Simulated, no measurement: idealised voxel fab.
Process module name: voxel gate over fins
cross-section cut | 170 nm wide | cells 5 nm
Cross-section spec: square-cell grid; bands listed top down; each band is one or more rows. Quick guide to a band line: top height, bottom height (nm) up front; then every material left to right with its width in nm. Only one material and it's marked "everywhere"? Then it fills the band edge to edge. And "blank" just means empty space. Height reference: 0 = level under which incoming wafer is all one material. Lowest band: no bottom, runs on downward, e.g. "from 0 down". Graded width ("30->40"): value in top row of band = first number; value in bottom row = second number; row-to-row change constant. "no alterations made" after a step means that no cell of the cross-section changed. "Unvented internal voids" contains a list of empty spaces, each no smaller than 8 cells and without an open way to the top, written in the form width x height at distance with the distance from the left edge and all three in nm. Text after the settings on a step's line: the simulator's own remark on that step. "overlay nm" on a masked step: distance the mask lay right of its planned place, negative for left.

Set out below are the planned steps of the process:
1,RECEIVE (material Si)
2,CONFORMAL_DEP (material SiN; thk nm 5)
3,DIRECTIONAL_DEP (material aC; thk nm 15)
4,PATTERN (tone cover; mask id FINS; material resist; width nm 15; pitch nm 50; thk nm 30; overlay nm 0)
5,DIRECTIONAL_ETCH (etch materials aC; depth nm 15)
6,STRIP (etch materials resist)
7,DIRECTIONAL_ETCH (etch materials SiN; depth nm 5)
8,DIRECTIONAL_ETCH (etch materials Si; depth nm 30)
9,STRIP (etch materials aC)
10,FILL_DEP (material SiO2; thk nm 5)
11,CMP (height nm 5)
12,DIRECTIONAL_DEP (material aC; thk nm 10)
13,PATTERN (tone open; mask id RAIL; material resist; width nm 15; thk nm 30; overlay nm 0)
14,DIRECTIONAL_ETCH (etch materials aC; depth nm 10)
15,STRIP (etch materials resist)
16,DIRECTIONAL_ETCH (etch materials SiO2; depth nm 30)
17,STRIP (etch materials aC)
18,CONFORMAL_DEP (material TiN; thk nm 5)
19,FILL_DEP (material W; thk nm 5)
20,CMP (height nm 5)
21,SELECTIVE_ETCH (etch materials W Ru TiN; depth nm 25)
22,FILL_DEP (material SiO2; thk nm 5)
23,CMP (height nm 5)
24,SELECTIVE_ETCH (etch materials SiO2; depth nm 20)
25,STRIP (etch materials SiN)
26,CONFORMAL_DEP (material HfO2; thk nm 5)
27,CONFORMAL_DEP (material TiN; thk nm 5)
28,FILL_DEP (material W; thk nm 10)
29,CMP (height nm 15)
30,CONFORMAL_DEP (material SiN; thk nm 10)

Wafer at receipt (post step 1), cross-section:
    from 0 down  Si everywhere
    Unvented internal voids: none

Here's the cross-section of the first of our two wafers at the end of the module - it ran as planned:
    from 25 to 15  SiN everywhere
    from 15 to 10  W everywhere
    from 10 to 5  W (40), then TiN (35), then W (15), then TiN (35), then W (45)
    from 5 to 0  W (40), then TiN (5), then HfO2 (25), then TiN (5), then W (15), then TiN (5), then HfO2 (25), then TiN (5), then W (45)
    from 0 to -5  W (40), then TiN (5), then HfO2 (5), then Si (15), then HfO2 (5), then TiN (5), then W (15), then TiN (5), then HfO2 (5), then Si (15), then HfO2 (5), then TiN (5), then W (45)
    from -5 to -10  TiN (45), then HfO2 (5), then Si (15), then HfO2 (5), then TiN (25), then HfO2 (5), then Si (15), then HfO2 (5), then TiN (50)
    from -10 to -15  HfO2 (50), then Si (15), then HfO2 (35), then Si (15), then HfO2 (55)
    from -15 to -20  SiO2 (50), then Si (15), then SiO2 (35), then Si (15), then SiO2 (55)
    from -20 to -25  SiO2 (50), then Si (15), then SiO2 (10), then TiN (15), then SiO2 (10), then Si (15), then SiO2 (55)
    from -25 to -30  SiO2 (50), then Si (15), then SiO2 (35), then Si (15), then SiO2 (55)
    from -30 down  Si everywhere
    Unvented internal voids: none

Second wafer at the end: like start, like plan, one mistake:
    from 25 to 15  SiN everywhere
    from 15 to 10  W everywhere
    from 10 to 5  TiN everywhere
    from 5 to 0  HfO2 (55), then TiN (5), then HfO2 (45), then TiN (5), then HfO2 (60)
    from 0 to -10  Si (50), then HfO2 (5), then TiN (5), then HfO2 (5), then Si (35), then HfO2 (5), then TiN (5), then HfO2 (5), then Si (55)
    from -10 to -15  Si (50), then HfO2 (15), then Si (35), then HfO2 (15), then Si (55)
    from -15 to -30  Si (50), then SiO2 (15), then Si (35), then SiO2 (15), then Si (55)
    from -30 down  Si everywhere
    Unvented internal voids: none
Deviation noted in wafer processing: step 4 changed vs plan, executed as PATTERN (tone open; mask id FINS; material resist; width nm 15; pitch nm 50; thk nm 30; overlay nm 0)
Final cells, second wafer relative to first, materials higher or lower: Si: 132 more | SiO2: 63 fewer | TiN: 9 fewer | W: 60 fewer
